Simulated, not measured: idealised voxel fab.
This is a process module. Its name is voxel double patterning.
The figure presents cross-section cut, which has a width of 200 nm and is divided into square cells with an edge length of 5 nm.
Square cells in a grid make up a cross-section in this document, and the grid is given as bands, listed from the top down, each one or more rows of cells.
In this notation a band is specified by the heights of its top and bottom, in that order and in nm, after which its materials appear from left to right, each paired with its width in nm. The word "all across" attached to a single material means that material fills the band from edge to edge; the word "empty" stands for empty space.
Heights are reckoned from 0. Under this level, the received wafer is all of one material. The bottommost band is open-ended downward, for example "0 nm and below".
Top row gets the first number, bottom row gets the second, and each row in between changes by the same step: that is how a band width like "30..40" works.
The cross-section has no changed cell in any step marked "changes: none".
Enclosed voids (no open way to top), threshold 8 cells or more, entry "Voids lacking openings", notation width x height at distance, distance from left edge, nm.
Note: text after step settings on the step line = simulator remark on that step.
overlay nm: where the mask lay relative to plan, measured to the right, on steps with a mask; negatives go left.
-- Process steps - plan
1 RECEIVE,material Si
2 CONFORMAL_DEP,material SiO2,thk nm 10
3 DIRECTIONAL_DEP,material TiN,thk nm 20
4 DIRECTIONAL_DEP,material SiN,thk nm 5
5 MASKED_ETCH,tone open,mask id FIRST,width nm 15,pitch nm 50,etch materials SiN,depth nm 5,overlay nm 0
6 DIRECTIONAL_DEP,material aC,thk nm 15
7 PATTERN,tone open,mask id SECOND,material resist,width nm 15,thk nm 35,overlay nm 0
8 DIRECTIONAL_ETCH,etch materials aC,depth nm 15
9 STRIP,etch materials resist
10 DIRECTIONAL_ETCH,etch materials SiN,depth nm 5
11 STRIP,etch materials aC
12 DIRECTIONAL_ETCH,etch materials TiN,depth nm 20
13 STRIP,etch materials SiN
The plan's step 7 width nm is the first wafer's value; the wafers differ in this setting and start identical.
-- Received condition of the first of several wafers, sectioned: post-step 1
	0 nm and below: Si all across
	Voids lacking openings: none
-- Note: the following table is arranged by wafer, a row apiece. Each row reports the end-of-module state: per material, cells gained (+) or cells lost (-) compared with the wafer as received; closed voids follow
width nm 15; +80 SiO2; +124 TiN; Voids lacking openings: none
width nm 20; +80 SiO2; +120 TiN; Voids lacking openings: none
width nm 25; +80 SiO2; +116 TiN; Voids lacking openings: none
width nm 30; +80 SiO2; +112 TiN; Voids lacking openings: none
